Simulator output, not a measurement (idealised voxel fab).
The process module that follows is named voxel quadruple lines.
285 nm wide, 5 nm square cells: that's cross-section cut.
Cross-section layout: square cells on a grid; listed as bands, top to bottom; a band spans one or more cell rows.
The band entry comprises the height of the band's top followed by the height of its bottom, expressed in nm, and subsequently the band's materials from left to right, each stated together with its width in nm. Where a single material is marked with the word "edge to edge", that material fills the band from edge to edge. The word "air" represents empty space.
Height is counted from the level 0, under which the received wafer is composed throughout of one material. The lowest of the bands is not closed at the bottom but continues downward, in the notation "0 and below".
A width such as "30 to 40" changes by the same amount from each row of cells to the next, from the band's top row to its bottom row.
Step note "no alterations made" = no cross-section cell changed.
Heads up: "Fully sealed cavities" only lists the empty pockets with no open path to the top that are 8 cells or more, and it writes them as width x height at distance, distance from the left edge, in nm.
Whatever follows a step's settings on its line is a remark the simulator itself makes about that step.
Regarding "overlay nm": on a step with a mask, it is the distance the mask lay to the right of its planned place; a negative value places it to the left.

Intended process steps
1: RECEIVE with material Si
2: CONFORMAL_DEP with material SiO2, thk nm 10
3: DIRECTIONAL_DEP with material TiN, thk nm 10
4: DIRECTIONAL_DEP with material polySi, thk nm 15
5: DIRECTIONAL_DEP with material aC, thk nm 25
6: PATTERN with tone cover, mask id MANDREL, material resist, width nm 25, thk nm 35, overlay nm 0
7: DIRECTIONAL_ETCH with etch materials aC, depth nm 25
8: STRIP with etch materials resist
9: CONFORMAL_DEP with material SiO2, thk nm 15
10: DIRECTIONAL_ETCH with etch materials SiO2, depth nm 15
11: STRIP with etch materials aC
12: DIRECTIONAL_ETCH with etch materials polySi, depth nm 15
13: STRIP with etch materials SiO2
14: CONFORMAL_DEP with material SiN, thk nm 5
15: DIRECTIONAL_ETCH with etch materials SiN, depth nm 5
16: STRIP with etch materials polySi
17: DIRECTIONAL_ETCH with etch materials TiN, depth nm 10
18: STRIP with etch materials SiN

First of two wafers - as planned

Cross-sectional view of the wafer in its as-received condition, corresponding to the state after step 1
  0 and below  Si edge to edge
  Fully sealed cavities: none

The following cross-section depicts the wafer upon completion of step 2
  10 down to 0  SiO2 edge to edge
  Nothing below the height 0 has changed.

The following cross-section depicts the wafer upon completion of step 3
  20 down to 10  TiN edge to edge
  Nothing below the height 10 has changed.

The following cross-section depicts the wafer upon completion of step 4
  35 down to 20  polySi edge to edge
  Nothing below the height 20 has changed.

The following cross-section depicts the wafer upon completion of step 5
  60 down to 35  aC edge to edge
  Nothing below the height 35 has changed.

The following cross-section depicts the wafer upon completion of step 6
  95 down to 60  air 130 nm / resist 25 nm / air 130 nm
  Nothing below the height 60 has changed.

The following cross-section depicts the wafer upon completion of step 7
  70 down to 60  air 130 nm / resist 25 nm / air 130 nm
  60 down to 35  air 130 nm / aC 25 nm / air 130 nm
  Nothing below the height 35 has changed.

The following cross-section depicts the wafer upon completion of step 8
  60 down to 35  air 130 nm / aC 25 nm / air 130 nm
  Nothing below the height 35 has changed.

The following cross-section depicts the wafer upon completion of step 9
  75 down to 60  air 115 nm / SiO2 55 nm / air 115 nm
  60 down to 50  air 115 nm / SiO2 15 nm / aC 25 nm / SiO2 15 nm / air 115 nm
  50 down to 35  SiO2 130 nm / aC 25 nm / SiO2 130 nm
  Nothing below the height 35 has changed.

The following cross-section depicts the wafer upon completion of step 10
  60 down to 35  air 115 nm / SiO2 15 nm / aC 25 nm / SiO2 15 nm / air 115 nm
  Nothing below the height 35 has changed.

The following cross-section depicts the wafer upon completion of step 11
  60 down to 35  air 115 nm / SiO2 15 nm / air 25 nm / SiO2 15 nm / air 115 nm
  Nothing below the height 35 has changed.

The following cross-section depicts the wafer upon completion of step 12
  60 down to 35  air 115 nm / SiO2 15 nm / air 25 nm / SiO2 15 nm / air 115 nm
  35 down to 20  air 115 nm / polySi 15 nm / air 25 nm / polySi 15 nm / air 115 nm
  Nothing below the height 20 has changed.

The following cross-section depicts the wafer upon completion of step 13
  35 down to 20  air 115 nm / polySi 15 nm / air 25 nm / polySi 15 nm / air 115 nm
  Nothing below the height 20 has changed.

The following cross-section depicts the wafer upon completion of step 14
  40 down to 35  air 110 nm / SiN 25 nm / air 15 nm / SiN 25 nm / air 110 nm
  35 down to 25  air 110 nm / SiN 5 nm / polySi 15 nm / SiN 5 nm / air 15 nm / SiN 5 nm / polySi 15 nm / SiN 5 nm / air 110 nm
  25 down to 20  SiN 115 nm / polySi 15 nm / SiN 25 nm / polySi 15 nm / SiN 115 nm
  Nothing below the height 20 has changed.

The following cross-section depicts the wafer upon completion of step 15
  35 down to 20  air 110 nm / SiN 5 nm / polySi 15 nm / SiN 5 nm / air 15 nm / SiN 5 nm / polySi 15 nm / SiN 5 nm / air 110 nm
  Nothing below the height 20 has changed.

The following cross-section depicts the wafer upon completion of step 16
  35 down to 20  air 110 nm / SiN 5 nm / air 15 nm / SiN 5 nm / air 15 nm / SiN 5 nm / air 15 nm / SiN 5 nm / air 110 nm
  Nothing below the height 20 has changed.

The following cross-section depicts the wafer upon completion of step 17
  35 down to 20  air 110 nm / SiN 5 nm / air 15 nm / SiN 5 nm / air 15 nm / SiN 5 nm / air 15 nm / SiN 5 nm / air 110 nm
  20 down to 10  air 110 nm / TiN 5 nm / air 15 nm / TiN 5 nm / air 15 nm / TiN 5 nm / air 15 nm / TiN 5 nm / air 110 nm
  Nothing below the height 10 has changed.

The following cross-section depicts the wafer upon completion of step 18
  20 down to 10  air 110 nm / TiN 5 nm / air 15 nm / TiN 5 nm / air 15 nm / TiN 5 nm / air 15 nm / TiN 5 nm / air 110 nm
  Nothing below the height 10 has changed.

The second wafer began exactly as the first did and followed the same plan, but one mistake was made while running it; through step 5 inclusive, the two wafers are identical

Second wafer cross-section, taken as of the time the plan sets for step 6 to be done
  95 down to 60  air 135 nm / resist 15 nm / air 135 nm
  Nothing below the height 60 has changed.

Second wafer cross-section, taken as of the time the plan sets for step 7 to be done
  70 down to 60  air 135 nm / resist 15 nm / air 135 nm
  60 down to 35  air 135 nm / aC 15 nm / air 135 nm
  Nothing below the height 35 has changed.

Second wafer cross-section, taken as of the time the plan sets for step 8 to be done
  60 down to 35  air 135 nm / aC 15 nm / air 135 nm
  Nothing below the height 35 has changed.

Second wafer cross-section, taken as of the time the plan sets for step 9 to be done
  75 down to 60  air 120 nm / SiO2 45 nm / air 120 nm
  60 down to 50  air 120 nm / SiO2 15 nm / aC 15 nm / SiO2 15 nm / air 120 nm
  50 down to 35  SiO2 135 nm / aC 15 nm / SiO2 135 nm
  Nothing below the height 35 has changed.

Second wafer cross-section, taken as of the time the plan sets for step 10 to be done
  60 down to 35  air 120 nm / SiO2 15 nm / aC 15 nm / SiO2 15 nm / air 120 nm
  Nothing below the height 35 has changed.

Second wafer cross-section, taken as of the time the plan sets for step 11 to be done
  60 down to 35  air 120 nm / SiO2 15 nm / air 15 nm / SiO2 15 nm / air 120 nm
  Nothing below the height 35 has changed.

Second wafer cross-section, taken as of the time the plan sets for step 12 to be done
  60 down to 35  air 120 nm / SiO2 15 nm / air 15 nm / SiO2 15 nm / air 120 nm
  35 down to 20  air 120 nm / polySi 15 nm / air 15 nm / polySi 15 nm / air 120 nm
  Nothing below the height 20 has changed.

Second wafer cross-section, taken as of the time the plan sets for step 13 to be done
  35 down to 20  air 120 nm / polySi 15 nm / air 15 nm / polySi 15 nm / air 120 nm
  Nothing below the height 20 has changed.

Second wafer cross-section, taken as of the time the plan sets for step 14 to be done
  40 down to 35  air 115 nm / SiN 25 nm / air 5 nm / SiN 25 nm / air 115 nm
  35 down to 25  air 115 nm / SiN 5 nm / polySi 15 nm / SiN 5 nm / air 5 nm / SiN 5 nm / polySi 15 nm / SiN 5 nm / air 115 nm
  25 down to 20  SiN 120 nm / polySi 15 nm / SiN 15 nm / polySi 15 nm / SiN 120 nm
  Nothing below the height 20 has changed.

Second wafer cross-section, taken as of the time the plan sets for step 15 to be done
  35 down to 20  air 115 nm / SiN 5 nm / polySi 15 nm / SiN 5 nm / air 5 nm / SiN 5 nm / polySi 15 nm / SiN 5 nm / air 115 nm
  Nothing below the height 20 has changed.

Second wafer cross-section, taken as of the time the plan sets for step 16 to be done
  35 down to 20  air 115 nm / SiN 5 nm / air 15 nm / SiN 5 nm / air 5 nm / SiN 5 nm / air 15 nm / SiN 5 nm / air 115 nm
  Nothing below the height 20 has changed.

Second wafer cross-section, taken as of the time the plan sets for step 17 to be done
  35 down to 20  air 115 nm / SiN 5 nm / air 15 nm / SiN 5 nm / air 5 nm / SiN 5 nm / air 15 nm / SiN 5 nm / air 115 nm
  20 down to 10  air 115 nm / TiN 5 nm / air 15 nm / TiN 5 nm / air 5 nm / TiN 5 nm / air 15 nm / TiN 5 nm / air 115 nm
  Nothing below the height 10 has changed.

Second wafer cross-section, taken as of the time the plan sets for step 18 to be done
  20 down to 10  air 115 nm / TiN 5 nm / air 15 nm / TiN 5 nm / air 5 nm / TiN 5 nm / air 15 nm / TiN 5 nm / air 115 nm
  Nothing below the height 10 has changed.
The mistake made against the process plan was this: step 6 changed vs plan, executed as PATTERN with tone cover, mask id MANDREL, material resist, width nm 15, thk nm 35, overlay nm 0
If you tally the cells, the second wafer ends up with the same amount of every material as the first; it's all just sitting in different places.
